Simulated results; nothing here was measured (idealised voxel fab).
The following process module bears the name voxel self aligned contacts.
In the cross-section labelled cut, the width is 230 nm and each square cell is 5 nm.
Notation: cross-section as square-cell grid; stated in bands, top first, going down; one or more cell rows per band.
Each band's line starts with the height of the band's top and of its bottom, in nm. Then come its materials from left to right, each with its width in nm. One material with "full width" fills the band from edge to edge. "blank" is empty space.
Heights from 0 (as-received wafer is one material below). Bottom band endless downward, as "z 0 and below".
Think of "30..40" as a width that walks from the first number to the second as you go down the band, top row to bottom row, taking equal-sized steps from row to row.
Where a step carries "all unchanged", the cross-section came out of it unchanged, cell for cell.
"Closed internal voids" contains a list of empty spaces, each no smaller than 8 cells and without an open way to the top, written in the form width x height at distance with the distance from the left edge and all three in nm.
Text after the settings on a step's line: the simulator's own remark on that step.
For masked steps, "overlay nm" on the step line gives how far right of plan the mask actually lay; a minus sign means it lay to the left.
Every pair from here on: before one process step, after it. The after cross-section reaches only to the lowest band that changed. Below the pair: the step in between and its settings. Pairs can belong to different runs of this module on the same starting wafer; a pair carries on from the pair above only if the entry headed "Structure before processing" says so.
**Structure before processing**
- z 0 and below: Si full width
- Closed internal voids: none
**Post-Step Appearance**
- z 0 to -5: SiO2 full width
- Under -5: no change, same as before.
- Closed internal voids: none
What sits between those two cross-sections? OXIDIZE | depth nm 5
Structure before processing: after-state, pair directly above.
**Post-Step Appearance**
- z 30 to 0: polySi full width
- Under 0: no change, same as before.
- Closed internal voids: none
What sits between those two cross-sections? DIRECTIONAL_DEP | material polySi | thk nm 30
Structure before processing: after-state, pair directly above.
**Post-Step Appearance**
- z 50 to 30: SiN full width
- Under 30: no change, same as before.
- Closed internal voids: none
What sits between those two cross-sections? DIRECTIONAL_DEP | material SiN | thk nm 20
Structure before processing: after-state, pair directly above.
**Post-Step Appearance**
- z 50 to 30: 75 of blank, 25 of SiN, 30 of blank, 25 of SiN, 75 of blank
- Under 30: no change, same as before.
- Closed internal voids: none
What sits between those two cross-sections? MASKED_ETCH | tone cover | mask id GATE | width nm 25 | pitch nm 55 | etch materials SiN | depth nm 20 | overlay nm 0
Structure before processing: after-state, pair directly above.
**Post-Step Appearance**
- z 50 to 30: 75 of blank, 25 of SiN, 30 of blank, 25 of SiN, 75 of blank
- z 30 to 0: 75 of blank, 25 of polySi, 30 of blank, 25 of polySi, 75 of blank
- Under 0: no change, same as before.
- Closed internal voids: none
What sits between those two cross-sections? MASKED_ETCH | tone cover | mask id GATE | width nm 25 | pitch nm 55 | etch materials polySi | depth nm 30 | overlay nm 0
Structure before processing: after-state, pair directly above.
**Post-Step Appearance**
- z 55 to 30: 70 of blank, 35 of SiN, 20 of blank, 35 of SiN, 70 of blank
- z 30 to 5: 70 of blank, 5 of SiN, 25 of polySi, 5 of SiN, 20 of blank, 5 of SiN, 25 of polySi, 5 of SiN, 70 of blank
- z 5 to 0: 75 of SiN, 25 of polySi, 30 of SiN, 25 of polySi, 75 of SiN
- Under 0: no change, same as before.
- Closed internal voids: none
What sits between those two cross-sections? CONFORMAL_DEP | material SiN | thk nm 5
Structure before processing: after-state, pair directly above.
**Post-Step Appearance**
- z 50 to 30: 70 of blank, 35 of SiN, 20 of blank, 35 of SiN, 70 of blank
- z 30 to 0: 70 of blank, 5 of SiN, 25 of polySi, 5 of SiN, 20 of blank, 5 of SiN, 25 of polySi, 5 of SiN, 70 of blank
- Under 0: no change, same as before.
- Closed internal voids: none
What sits between those two cross-sections? DIRECTIONAL_ETCH | etch materials SiN | depth nm 5
Structure before processing: after-state, pair directly above.
**Post-Step Appearance**
- z 65 to 50: SiO2 full width
- z 50 to 30: 70 of SiO2, 35 of SiN, 20 of SiO2, 35 of SiN, 70 of SiO2
- z 30 to 0: 70 of SiO2, 5 of SiN, 25 of polySi, 5 of SiN, 20 of SiO2, 5 of SiN, 25 of polySi, 5 of SiN, 70 of SiO2
- Under 0: no change, same as before.
- Closed internal voids: none
What sits between those two cross-sections? FILL_DEP | material SiO2 | thk nm 15
Structure before processing: after-state, pair directly above.
**Post-Step Appearance**
- z 60 to 50: SiO2 full width
- Under 50: no change, same as before.
- Closed internal voids: none
What sits between those two cross-sections? CMP | height nm 60
Structure before processing: after-state, pair directly above.
**Post-Step Appearance**
- z 75 to 60: 95 of resist, 40 of blank, 95 of resist
- Under 60: no change, same as before.
- Closed internal voids: none
What sits between those two cross-sections? PATTERN | tone open | mask id CONTACT | material resist | width nm 40 | thk nm 15 | overlay nm 0
Structure before processing: after-state, pair directly above.
**Post-Step Appearance**
- z 75 to 60: 95 of resist, 40 of blank, 95 of resist
- z 60 to 50: 95 of SiO2, 40 of blank, 95 of SiO2
- z 50 to 30: 70 of SiO2, 35 of SiN, 20 of blank, 35 of SiN, 70 of SiO2
- z 30 to 0: 70 of SiO2, 5 of SiN, 25 of polySi, 5 of SiN, 20 of blank, 5 of SiN, 25 of polySi, 5 of SiN, 70 of SiO2
- z 0 to -5: 105 of SiO2, 20 of blank, 105 of SiO2
- Under -5: no change, same as before.
- Closed internal voids: none
What sits between those two cross-sections? DIRECTIONAL_ETCH | etch materials SiO2 | depth nm 65
Structure before processing: after-state, pair directly above.
**Post-Step Appearance**
- z 60 to 50: 95 of SiO2, 40 of blank, 95 of SiO2
- Under 50: no change, same as before.
- Closed internal voids: none
What sits between those two cross-sections? STRIP | etch materials resist
Structure before processing: after-state, pair directly above.
**Post-Step Appearance**
- z 65 to 60: 100 of TiN, 30 of blank, 100 of TiN
- z 60 to 50: 95 of SiO2, 5..15 of TiN, 30..10 of blank, 5..15 of TiN, 95 of SiO2
- z 50 to 30: 70 of SiO2, 35 of SiN, 5 of TiN, 10 of blank, 5 of TiN, 35 of SiN, 70 of SiO2
- z 30 to 0: 70 of SiO2, 5 of SiN, 25 of polySi, 5 of SiN, 5 of TiN, 10 of blank, 5 of TiN, 5 of SiN, 25 of polySi, 5 of SiN, 70 of SiO2
- z 0 to -5: 105 of SiO2, 20 of TiN, 105 of SiO2
- Under -5: no change, same as before.
- Closed internal voids: none
What sits between those two cross-sections? CONFORMAL_DEP | material TiN | thk nm 5
Structure before processing: after-state, pair directly above.
**Post-Step Appearance**
- z 75 to 65: Ru full width
- z 65 to 60: 100 of TiN, 30 of Ru, 100 of TiN
- z 60 to 50: 95 of SiO2, 5..15 of TiN, 30..10 of Ru, 5..15 of TiN, 95 of SiO2
- z 50 to 30: 70 of SiO2, 35 of SiN, 5 of TiN, 10 of Ru, 5 of TiN, 35 of SiN, 70 of SiO2
- z 30 to 0: 70 of SiO2, 5 of SiN, 25 of polySi, 5 of SiN, 5 of TiN, 10 of Ru, 5 of TiN, 5 of SiN, 25 of polySi, 5 of SiN, 70 of SiO2
- Under 0: no change, same as before.
- Closed internal voids: none
What sits between those two cross-sections? FILL_DEP | material Ru | thk nm 10
Structure before processing: after-state, pair directly above.
**Post-Step Appearance**
- z 60 to 50: 95 of SiO2, 5..15 of TiN, 30..10 of Ru, 5..15 of TiN, 95 of SiO2
- Under 50: no change, same as before.
- Closed internal voids: none
What sits between those two cross-sections? CMP | height nm 60
Structure before processing: after-state, pair directly above.
**Post-Step Appearance**
- z 65 to 60: SiCN full width
- Under 60: no change, same as before.
- Closed internal voids: none
What sits between those two cross-sections? CONFORMAL_DEP | material SiCN | thk nm 5
**Structure before processing**
- z 0 and below: Si full width
- Closed internal voids: none
**Post-Step Appearance**
- z 30 to 0: polySi full width
- Under 0: no change, same as before.
- Closed internal voids: none
What sits between those two cross-sections? DIRECTIONAL_DEP | material polySi | thk nm 30
Structure before processing: after-state, pair directly above.
**Post-Step Appearance**
- z 50 to 30: SiN full width
- Under 30: no change, same as before.
- Closed internal voids: none
What sits between those two cross-sections? DIRECTIONAL_DEP | material SiN | thk nm 20
Structure before processing: after-state, pair directly above.
**Post-Step Appearance**
- z 50 to 30: 75 of blank, 25 of SiN, 30 of blank, 25 of SiN, 75 of blank
- Under 30: no change, same as before.
- Closed internal voids: none
What sits between those two cross-sections? MASKED_ETCH | tone cover | mask id GATE | width nm 25 | pitch nm 55 | etch materials SiN | depth nm 20 | overlay nm 0
Structure before processing: after-state, pair directly above.
**Post-Step Appearance**
- z 50 to 30: 75 of blank, 25 of SiN, 30 of blank, 25 of SiN, 75 of blank
- z 30 to 0: 75 of blank, 25 of polySi, 30 of blank, 25 of polySi, 75 of blank
- Under 0: no change, same as before.
- Closed internal voids: none
What sits between those two cross-sections? MASKED_ETCH | tone cover | mask id GATE | width nm 25 | pitch nm 55 | etch materials polySi | depth nm 30 | overlay nm 0
Structure before processing: after-state, pair directly above.
**Post-Step Appearance**
- z 55 to 30: 70 of blank, 35 of SiN, 20 of blank, 35 of SiN, 70 of blank
- z 30 to 5: 70 of blank, 5 of SiN, 25 of polySi, 5 of SiN, 20 of blank, 5 of SiN, 25 of polySi, 5 of SiN, 70 of blank
- z 5 to 0: 75 of SiN, 25 of polySi, 30 of SiN, 25 of polySi, 75 of SiN
- Under 0: no change, same as before.
- Closed internal voids: none
What sits between those two cross-sections? CONFORMAL_DEP | material SiN | thk nm 5
Structure before processing: after-state, pair directly above.
**Post-Step Appearance**
- z 50 to 30: 70 of blank, 35 of SiN, 20 of blank, 35 of SiN, 70 of blank
- z 30 to 0: 70 of blank, 5 of SiN, 25 of polySi, 5 of SiN, 20 of blank, 5 of SiN, 25 of polySi, 5 of SiN, 70 of blank
- Under 0: no change, same as before.
- Closed internal voids: none
What sits between those two cross-sections? DIRECTIONAL_ETCH | etch materials SiN | depth nm 5
Structure before processing: after-state, pair directly above.
**Post-Step Appearance**
- z 65 to 50: SiO2 full width
- z 50 to 30: 70 of SiO2, 35 of SiN, 20 of SiO2, 35 of SiN, 70 of SiO2
- z 30 to 0: 70 of SiO2, 5 of SiN, 25 of polySi, 5 of SiN, 20 of SiO2, 5 of SiN, 25 of polySi, 5 of SiN, 70 of SiO2
- Under 0: no change, same as before.
- Closed internal voids: none
What sits between those two cross-sections? FILL_DEP | material SiO2 | thk nm 15
Structure before processing: after-state, pair directly above.
**Post-Step Appearance**
- z 60 to 50: SiO2 full width
- Under 50: no change, same as before.
- Closed internal voids: none
What sits between those two cross-sections? CMP | height nm 60
Structure before processing: after-state, pair directly above.
**Post-Step Appearance**
- z 75 to 60: 95 of resist, 40 of blank, 95 of resist
- Under 60: no change, same as before.
- Closed internal voids: none
What sits between those two cross-sections? PATTERN | tone open | mask id CONTACT | material resist | width nm 40 | thk nm 15 | overlay nm 0
Structure before processing: after-state, pair directly above.
**Post-Step Appearance**
- z 75 to 60: 95 of resist, 40 of blank, 95 of resist
- z 60 to 50: 95 of SiO2, 40 of blank, 95 of SiO2
- z 50 to 30: 70 of SiO2, 35 of SiN, 20 of blank, 35 of SiN, 70 of SiO2
- z 30 to 0: 70 of SiO2, 5 of SiN, 25 of polySi, 5 of SiN, 20 of blank, 5 of SiN, 25 of polySi, 5 of SiN, 70 of SiO2
- Under 0: no change, same as before.
- Closed internal voids: none
What sits between those two cross-sections? DIRECTIONAL_ETCH | etch materials SiO2 | depth nm 65
Structure before processing: after-state, pair directly above.
**Post-Step Appearance**
- z 60 to 50: 95 of SiO2, 40 of blank, 95 of SiO2
- Under 50: no change, same as before.
- Closed internal voids: none
What sits between those two cross-sections? STRIP | etch materials resist
Structure before processing: after-state, pair directly above.
**Post-Step Appearance**
- z 65 to 60: 100 of TiN, 30 of blank, 100 of TiN
- z 60 to 50: 95 of SiO2, 5..15 of TiN, 30..10 of blank, 5..15 of TiN, 95 of SiO2
- z 50 to 30: 70 of SiO2, 35 of SiN, 5 of TiN, 10 of blank, 5 of TiN, 35 of SiN, 70 of SiO2
- z 30 to 5: 70 of SiO2, 5 of SiN, 25 of polySi, 5 of SiN, 5 of TiN, 10 of blank, 5 of TiN, 5 of SiN, 25 of polySi, 5 of SiN, 70 of SiO2
- z 5 to 0: 70 of SiO2, 5 of SiN, 25 of polySi, 5 of SiN, 20 of TiN, 5 of SiN, 25 of polySi, 5 of SiN, 70 of SiO2
- Under 0: no change, same as before.
- Closed internal voids: none
What sits between those two cross-sections? CONFORMAL_DEP | material TiN | thk nm 5
Structure before processing: after-state, pair directly above.
**Post-Step Appearance**
- z 75 to 65: Ru full width
- z 65 to 60: 100 of TiN, 30 of Ru, 100 of TiN
- z 60 to 50: 95 of SiO2, 5..15 of TiN, 30..10 of Ru, 5..15 of TiN, 95 of SiO2
- z 50 to 30: 70 of SiO2, 35 of SiN, 5 of TiN, 10 of Ru, 5 of TiN, 35 of SiN, 70 of SiO2
- z 30 to 5: 70 of SiO2, 5 of SiN, 25 of polySi, 5 of SiN, 5 of TiN, 10 of Ru, 5 of TiN, 5 of SiN, 25 of polySi, 5 of SiN, 70 of SiO2
- Under 5: no change, same as before.
- Closed internal voids: none
What sits between those two cross-sections? FILL_DEP | material Ru | thk nm 10
Structure before processing: after-state, pair directly above.
**Post-Step Appearance**
- z 60 to 50: 95 of SiO2, 5..15 of TiN, 30..10 of Ru, 5..15 of TiN, 95 of SiO2
- Under 50: no change, same as before.
- Closed internal voids: none
What sits between those two cross-sections? CMP | height nm 60
Structure before processing: after-state, pair directly above.
**Post-Step Appearance**
- z 65 to 60: SiCN full width
- Under 60: no change, same as before.
- Closed internal voids: none
What sits between those two cross-sections? CONFORMAL_DEP | material SiCN | thk nm 5
**Structure before processing**
- z 50 to 30: SiN full width
- z 30 to 0: polySi full width
- z 0 to -5: SiO2 full width
- z -5 and below: Si full width
- Closed internal voids: none
**Post-Step Appearance**
- z 70 to 30: SiN full width
- Under 30: no change, same as before.
- Closed internal voids: none
What sits between those two cross-sections? DIRECTIONAL_DEP | material SiN | thk nm 20
Structure before processing: after-state, pair directly above.
**Post-Step Appearance**
- z 70 to 50: 75 of blank, 25 of SiN, 30 of blank, 25 of SiN, 75 of blank
- Under 50: no change, same as before.
- Closed internal voids: none
What sits between those two cross-sections? MASKED_ETCH | tone cover | mask id GATE | width nm 25 | pitch nm 55 | etch materials SiN | depth nm 20 | overlay nm 0
Structure before processing: after-state, pair directly above.
**Post-Step Appearance**
- z 75 to 55: 70 of blank, 35 of SiN, 20 of blank, 35 of SiN, 70 of blank
- z 55 to 30: SiN full width
- Under 30: no change, same as before.
- Closed internal voids: none
What sits between those two cross-sections? CONFORMAL_DEP | material SiN | thk nm 5
Structure before processing: after-state, pair directly above.
**Post-Step Appearance**
- z 70 to 50: 70 of blank, 35 of SiN, 20 of blank, 35 of SiN, 70 of blank
- Under 50: no change, same as before.
- Closed internal voids: none
What sits between those two cross-sections? DIRECTIONAL_ETCH | etch materials SiN | depth nm 5
Structure before processing: after-state, pair directly above.
**Post-Step Appearance**
- z 85 to 70: SiO2 full width
- z 70 to 50: 70 of SiO2, 35 of SiN, 20 of SiO2, 35 of SiN, 70 of SiO2
- Under 50: no change, same as before.
- Closed internal voids: none
What sits between those two cross-sections? FILL_DEP | material SiO2 | thk nm 15
Structure before processing: after-state, pair directly above.
**Post-Step Appearance**
- z 60 to 50: 70 of SiO2, 35 of SiN, 20 of SiO2, 35 of SiN, 70 of SiO2
- Under 50: no change, same as before.
- Closed internal voids: none
What sits between those two cross-sections? CMP | height nm 60
Structure before processing: after-state, pair directly above.
**Post-Step Appearance**
- z 75 to 60: 95 of resist, 40 of blank, 95 of resist
- Under 60: no change, same as before.
- Closed internal voids: none
What sits between those two cross-sections? PATTERN | tone open | mask id CONTACT | material resist | width nm 40 | thk nm 15 | overlay nm 0
Structure before processing: after-state, pair directly above.
**Post-Step Appearance**
- z 75 to 60: 95 of resist, 40 of blank, 95 of resist
- z 60 to 50: 70 of SiO2, 35 of SiN, 20 of blank, 35 of SiN, 70 of SiO2
- Under 50: no change, same as before.
- Closed internal voids: none
What sits between those two cross-sections? DIRECTIONAL_ETCH | etch materials SiO2 | depth nm 65
Structure before processing: after-state, pair directly above.
**Post-Step Appearance**
- z 60 to 50: 70 of SiO2, 35 of SiN, 20 of blank, 35 of SiN, 70 of SiO2
- Under 50: no change, same as before.
- Closed internal voids: none
What sits between those two cross-sections? STRIP | etch materials resist
Structure before processing: after-state, pair directly above.
**Post-Step Appearance**
- z 65 to 60: 110 of TiN, 10 of blank, 110 of TiN
- z 60 to 55: 70 of SiO2, 35 of SiN, 5 of TiN, 10 of blank, 5 of TiN, 35 of SiN, 70 of SiO2
- z 55 to 50: 70 of SiO2, 35 of SiN, 20 of TiN, 35 of SiN, 70 of SiO2
- Under 50: no change, same as before.
- Closed internal voids: none
What sits between those two cross-sections? CONFORMAL_DEP | material TiN | thk nm 5
Structure before processing: after-state, pair directly above.
**Post-Step Appearance**
- z 75 to 65: Ru full width
- z 65 to 60: 110 of TiN, 10 of Ru, 110 of TiN
- z 60 to 55: 70 of SiO2, 35 of SiN, 5 of TiN, 10 of Ru, 5 of TiN, 35 of SiN, 70 of SiO2
- Under 55: no change, same as before.
- Closed internal voids: none
What sits between those two cross-sections? FILL_DEP | material Ru | thk nm 10
Structure before processing: after-state, pair directly above.
**Post-Step Appearance**
- z 60 to 55: 70 of SiO2, 35 of SiN, 5 of TiN, 10 of Ru, 5 of TiN, 35 of SiN, 70 of SiO2
- Under 55: no change, same as before.
- Closed internal voids: none
What sits between those two cross-sections? CMP | height nm 60
Structure before processing: after-state, pair directly above.
**Post-Step Appearance**
- z 65 to 60: SiCN full width
- Under 60: no change, same as before.
- Closed internal voids: none
What sits between those two cross-sections? CONFORMAL_DEP | material SiCN | thk nm 5
**Structure before processing**
- z 50 to 30: 75 of blank, 25 of SiN, 30 of blank, 25 of SiN, 75 of blank
- z 30 to 0: 75 of blank, 25 of polySi, 30 of blank, 25 of polySi, 75 of blank
- z 0 to -5: SiO2 full width
- z -5 and below: Si full width
- Closed internal voids: none
**Post-Step Appearance**
- z 45 to 30: 75 of blank, 25 of SiN, 30 of blank, 25 of SiN, 75 of blank
- Under 30: no change, same as before.
- Closed internal voids: none
What sits between those two cross-sections? DIRECTIONAL_ETCH | etch materials SiN | depth nm 5
Structure before processing: after-state, pair directly above.
**Post-Step Appearance**
- z 50 to 30: 70 of blank, 35 of SiN, 20 of blank, 35 of SiN, 70 of blank
- z 30 to 5: 70 of blank, 5 of SiN, 25 of polySi, 5 of SiN, 20 of blank, 5 of SiN, 25 of polySi, 5 of SiN, 70 of blank
- z 5 to 0: 75 of SiN, 25 of polySi, 30 of SiN, 25 of polySi, 75 of SiN
- Under 0: no change, same as before.
- Closed internal voids: none
What sits between those two cross-sections? CONFORMAL_DEP | material SiN | thk nm 5
Structure before processing: after-state, pair directly above.
**Post-Step Appearance**
- z 65 to 50: SiO2 full width
- z 50 to 30: 70 of SiO2, 35 of SiN, 20 of SiO2, 35 of SiN, 70 of SiO2
- z 30 to 5: 70 of SiO2, 5 of SiN, 25 of polySi, 5 of SiN, 20 of SiO2, 5 of SiN, 25 of polySi, 5 of SiN, 70 of SiO2
- Under 5: no change, same as before.
- Closed internal voids: none
What sits between those two cross-sections? FILL_DEP | material SiO2 | thk nm 15
Structure before processing: after-state, pair directly above.
**Post-Step Appearance**
- z 60 to 50: SiO2 full width
- Under 50: no change, same as before.
- Closed internal voids: none
What sits between those two cross-sections? CMP | height nm 60
Structure before processing: after-state, pair directly above.
**Post-Step Appearance**
- z 75 to 60: 95 of resist, 40 of blank, 95 of resist
- Under 60: no change, same as before.
- Closed internal voids: none
What sits between those two cross-sections? PATTERN | tone open | mask id CONTACT | material resist | width nm 40 | thk nm 15 | overlay nm 0
Structure before processing: after-state, pair directly above.
**Post-Step Appearance**
- z 75 to 60: 95 of resist, 40 of blank, 95 of resist
- z 60 to 50: 95 of SiO2, 40 of blank, 95 of SiO2
- z 50 to 30: 70 of SiO2, 35 of SiN, 20 of blank, 35 of SiN, 70 of SiO2
- z 30 to 5: 70 of SiO2, 5 of SiN, 25 of polySi, 5 of SiN, 20 of blank, 5 of SiN, 25 of polySi, 5 of SiN, 70 of SiO2
- Under 5: no change, same as before.
- Closed internal voids: none
What sits between those two cross-sections? DIRECTIONAL_ETCH | etch materials SiO2 | depth nm 65
Structure before processing: after-state, pair directly above.
**Post-Step Appearance**
- z 60 to 50: 95 of SiO2, 40 of blank, 95 of SiO2
- Under 50: no change, same as before.
- Closed internal voids: none
What sits between those two cross-sections? STRIP | etch materials resist
Structure before processing: after-state, pair directly above.
**Post-Step Appearance**
- z 65 to 60: 100 of TiN, 30 of blank, 100 of TiN
- z 60 to 50: 95 of SiO2, 5..15 of TiN, 30..10 of blank, 5..15 of TiN, 95 of SiO2
- z 50 to 30: 70 of SiO2, 35 of SiN, 5 of TiN, 10 of blank, 5 of TiN, 35 of SiN, 70 of SiO2
- z 30 to 10: 70 of SiO2, 5 of SiN, 25 of polySi, 5 of SiN, 5 of TiN, 10 of blank, 5 of TiN, 5 of SiN, 25 of polySi, 5 of SiN, 70 of SiO2
- z 10 to 5: 70 of SiO2, 5 of SiN, 25 of polySi, 5 of SiN, 20 of TiN, 5 of SiN, 25 of polySi, 5 of SiN, 70 of SiO2
- Under 5: no change, same as before.
- Closed internal voids: none
What sits between those two cross-sections? CONFORMAL_DEP | material TiN | thk nm 5
Structure before processing: after-state, pair directly above.
**Post-Step Appearance**
- z 75 to 65: Ru full width
- z 65 to 60: 100 of TiN, 30 of Ru, 100 of TiN
- z 60 to 50: 95 of SiO2, 5..15 of TiN, 30..10 of Ru, 5..15 of TiN, 95 of SiO2
- z 50 to 30: 70 of SiO2, 35 of SiN, 5 of TiN, 10 of Ru, 5 of TiN, 35 of SiN, 70 of SiO2
- z 30 to 10: 70 of SiO2, 5 of SiN, 25 of polySi, 5 of SiN, 5 of TiN, 10 of Ru, 5 of TiN, 5 of SiN, 25 of polySi, 5 of SiN, 70 of SiO2
- Under 10: no change, same as before.
- Closed internal voids: none
What sits between those two cross-sections? FILL_DEP | material Ru | thk nm 10
Structure before processing: after-state, pair directly above.
**Post-Step Appearance**
- z 60 to 50: 95 of SiO2, 5..15 of TiN, 30..10 of Ru, 5..15 of TiN, 95 of SiO2
- Under 50: no change, same as before.
- Closed internal voids: none
What sits between those two cross-sections? CMP | height nm 60
Structure before processing: after-state, pair directly above.
**Post-Step Appearance**
- z 65 to 60: SiCN full width
- Under 60: no change, same as before.
- Closed internal voids: none
What sits between those two cross-sections? CONFORMAL_DEP | material SiCN | thk nm 5
**Structure before processing**
- z 30 to 0: polySi full width
- z 0 to -5: SiO2 full width
- z -5 and below: Si full width
- Closed internal voids: none
**Post-Step Appearance**
- z 55 to 30: SiN full width
- Under 30: no change, same as before.
- Closed internal voids: none
What sits between those two cross-sections? DIRECTIONAL_DEP | material SiN | thk nm 25
Structure before processing: after-state, pair directly above.
**Post-Step Appearance**
- z 55 to 35: 75 of blank, 25 of SiN, 30 of blank, 25 of SiN, 75 of blank
- Under 35: no change, same as before.
- Closed internal voids: none
What sits between those two cross-sections? MASKED_ETCH | tone cover | mask id GATE | width nm 25 | pitch nm 55 | etch materials SiN | depth nm 20 | overlay nm 0
Structure before processing: after-state, pair directly above.
**Post-Step Appearance**
- z 60 to 40: 70 of blank, 35 of SiN, 20 of blank, 35 of SiN, 70 of blank
- z 40 to 30: SiN full width
- Under 30: no change, same as before.
- Closed internal voids: none
What sits between those two cross-sections? CONFORMAL_DEP | material SiN | thk nm 5
Structure before processing: after-state, pair directly above.
**Post-Step Appearance**
- z 55 to 35: 70 of blank, 35 of SiN, 20 of blank, 35 of SiN, 70 of blank
- Under 35: no change, same as before.
- Closed internal voids: none
What sits between those two cross-sections? DIRECTIONAL_ETCH | etch materials SiN | depth nm 5
Structure before processing: after-state, pair directly above.
**Post-Step Appearance**
- z 70 to 55: SiO2 full width
- z 55 to 35: 70 of SiO2, 35 of SiN, 20 of SiO2, 35 of SiN, 70 of SiO2
- Under 35: no change, same as before.
- Closed internal voids: none
What sits between those two cross-sections? FILL_DEP | material SiO2 | thk nm 15
Structure before processing: after-state, pair directly above.
**Post-Step Appearance**
- z 60 to 55: SiO2 full width
- Under 55: no change, same as before.
- Closed internal voids: none
What sits between those two cross-sections? CMP | height nm 60
Structure before processing: after-state, pair directly above.
**Post-Step Appearance**
- z 75 to 60: 95 of resist, 40 of blank, 95 of resist
- Under 60: no change, same as before.
- Closed internal voids: none
What sits between those two cross-sections? PATTERN | tone open | mask id CONTACT | material resist | width nm 40 | thk nm 15 | overlay nm 0
Structure before processing: after-state, pair directly above.
**Post-Step Appearance**
- z 75 to 60: 95 of resist, 40 of blank, 95 of resist
- z 60 to 55: 95 of SiO2, 40 of blank, 95 of SiO2
- z 55 to 35: 70 of SiO2, 35 of SiN, 20 of blank, 35 of SiN, 70 of SiO2
- Under 35: no change, same as before.
- Closed internal voids: none
What sits between those two cross-sections? DIRECTIONAL_ETCH | etch materials SiO2 | depth nm 65
Structure before processing: after-state, pair directly above.
**Post-Step Appearance**
- z 60 to 55: 95 of SiO2, 40 of blank, 95 of SiO2
- Under 55: no change, same as before.
- Closed internal voids: none
What sits between those two cross-sections? STRIP | etch materials resist
Structure before processing: after-state, pair directly above.
**Post-Step Appearance**
- z 65 to 60: 100 of TiN, 30 of blank, 100 of TiN
- z 60 to 55: 95 of SiO2, 15 of TiN, 10 of blank, 15 of TiN, 95 of SiO2
- z 55 to 40: 70 of SiO2, 35 of SiN, 5 of TiN, 10 of blank, 5 of TiN, 35 of SiN, 70 of SiO2
- z 40 to 35: 70 of SiO2, 35 of SiN, 20 of TiN, 35 of SiN, 70 of SiO2
- Under 35: no change, same as before.
- Closed internal voids: none
What sits between those two cross-sections? CONFORMAL_DEP | material TiN | thk nm 5
Structure before processing: after-state, pair directly above.
**Post-Step Appearance**
- z 75 to 65: Ru full width
- z 65 to 60: 100 of TiN, 30 of Ru, 100 of TiN
- z 60 to 55: 95 of SiO2, 15 of TiN, 10 of Ru, 15 of TiN, 95 of SiO2
- z 55 to 40: 70 of SiO2, 35 of SiN, 5 of TiN, 10 of Ru, 5 of TiN, 35 of SiN, 70 of SiO2
- Under 40: no change, same as before.
- Closed internal voids: none
What sits between those two cross-sections? FILL_DEP | material Ru | thk nm 10
Structure before processing: after-state, pair directly above.
**Post-Step Appearance**
- z 60 to 55: 95 of SiO2, 15 of TiN, 10 of Ru, 15 of TiN, 95 of SiO2
- Under 55: no change, same as before.
- Closed internal voids: none
What sits between those two cross-sections? CMP | height nm 60
Structure before processing: after-state, pair directly above.
**Post-Step Appearance**
- z 65 to 60: SiCN full width
- Under 60: no change, same as before.
- Closed internal voids: none
What sits between those two cross-sections? CONFORMAL_DEP | material SiCN | thk nm 5
**Structure before processing**
- z 60 to 50: SiO2 full width
- z 50 to 30: 70 of SiO2, 35 of SiN, 20 of SiO2, 35 of SiN, 70 of SiO2
- z 30 to 0: 70 of SiO2, 5 of SiN, 25 of polySi, 5 of SiN, 20 of SiO2, 5 of SiN, 25 of polySi, 5 of SiN, 70 of SiO2
- z 0 to -5: SiO2 full width
- z -5 and below: Si full width
- Closed internal voids: none
**Post-Step Appearance**
- z 75 to 60: 95 of resist, 45 of blank, 90 of resist
- Under 60: no change, same as before.
- Closed internal voids: none
What sits between those two cross-sections? PATTERN | tone open | mask id CONTACT | material resist | width nm 45 | thk nm 15 | overlay nm 0
Structure before processing: after-state, pair directly above.
**Post-Step Appearance**
- z 75 to 60: 95 of resist, 45 of blank, 90 of resist
- z 60 to 50: 95 of SiO2, 45 of blank, 90 of SiO2
- z 50 to 30: 70 of SiO2, 35 of SiN, 20 of blank, 35 of SiN, 70 of SiO2
- z 30 to 0: 70 of SiO2, 5 of SiN, 25 of polySi, 5 of SiN, 20 of blank, 5 of SiN, 25 of polySi, 5 of SiN, 70 of SiO2
- z 0 to -5: 105 of SiO2, 20 of blank, 105 of SiO2
- Under -5: no change, same as before.
- Closed internal voids: none
What sits between those two cross-sections? DIRECTIONAL_ETCH | etch materials SiO2 | depth nm 65
Structure before processing: after-state, pair directly above.
**Post-Step Appearance**
- z 60 to 50: 95 of SiO2, 45 of blank, 90 of SiO2
- Under 50: no change, same as before.
- Closed internal voids: none
What sits between those two cross-sections? STRIP | etch materials resist
Structure before processing: after-state, pair directly above.
**Post-Step Appearance**
- z 65 to 60: 100 of TiN, 35 of blank, 95 of TiN
- z 60 to 50: 95 of SiO2, 5..15 of TiN, 35..10 of blank, 5..20 of TiN, 90 of SiO2
- z 50 to 30: 70 of SiO2, 35 of SiN, 5 of TiN, 10 of blank, 5 of TiN, 35 of SiN, 70 of SiO2
- z 30 to 0: 70 of SiO2, 5 of SiN, 25 of polySi, 5 of SiN, 5 of TiN, 10 of blank, 5 of TiN, 5 of SiN, 25 of polySi, 5 of SiN, 70 of SiO2
- z 0 to -5: 105 of SiO2, 20 of TiN, 105 of SiO2
- Under -5: no change, same as before.
- Closed internal voids: none
What sits between those two cross-sections? CONFORMAL_DEP | material TiN | thk nm 5
Structure before processing: after-state, pair directly above.
**Post-Step Appearance**
- z 75 to 65: Ru full width
- z 65 to 60: 100 of TiN, 35 of Ru, 95 of TiN
- z 60 to 50: 95 of SiO2, 5..15 of TiN, 35..10 of Ru, 5..20 of TiN, 90 of SiO2
- z 50 to 30: 70 of SiO2, 35 of SiN, 5 of TiN, 10 of Ru, 5 of TiN, 35 of SiN, 70 of SiO2
- z 30 to 0: 70 of SiO2, 5 of SiN, 25 of polySi, 5 of SiN, 5 of TiN, 10 of Ru, 5 of TiN, 5 of SiN, 25 of polySi, 5 of SiN, 70 of SiO2
- Under 0: no change, same as before.
- Closed internal voids: none
What sits between those two cross-sections? FILL_DEP | material Ru | thk nm 10
Structure before processing: after-state, pair directly above.
**Post-Step Appearance**
- z 60 to 50: 95 of SiO2, 5..15 of TiN, 35..10 of Ru, 5..20 of TiN, 90 of SiO2
- Under 50: no change, same as before.
- Closed internal voids: none
What sits between those two cross-sections? CMP | height nm 60
Structure before processing: after-state, pair directly above.
**Post-Step Appearance**
- z 65 to 60: SiCN full width
- Under 60: no change, same as before.
- Closed internal voids: none
What sits between those two cross-sections? CONFORMAL_DEP | material SiCN | thk nm 5
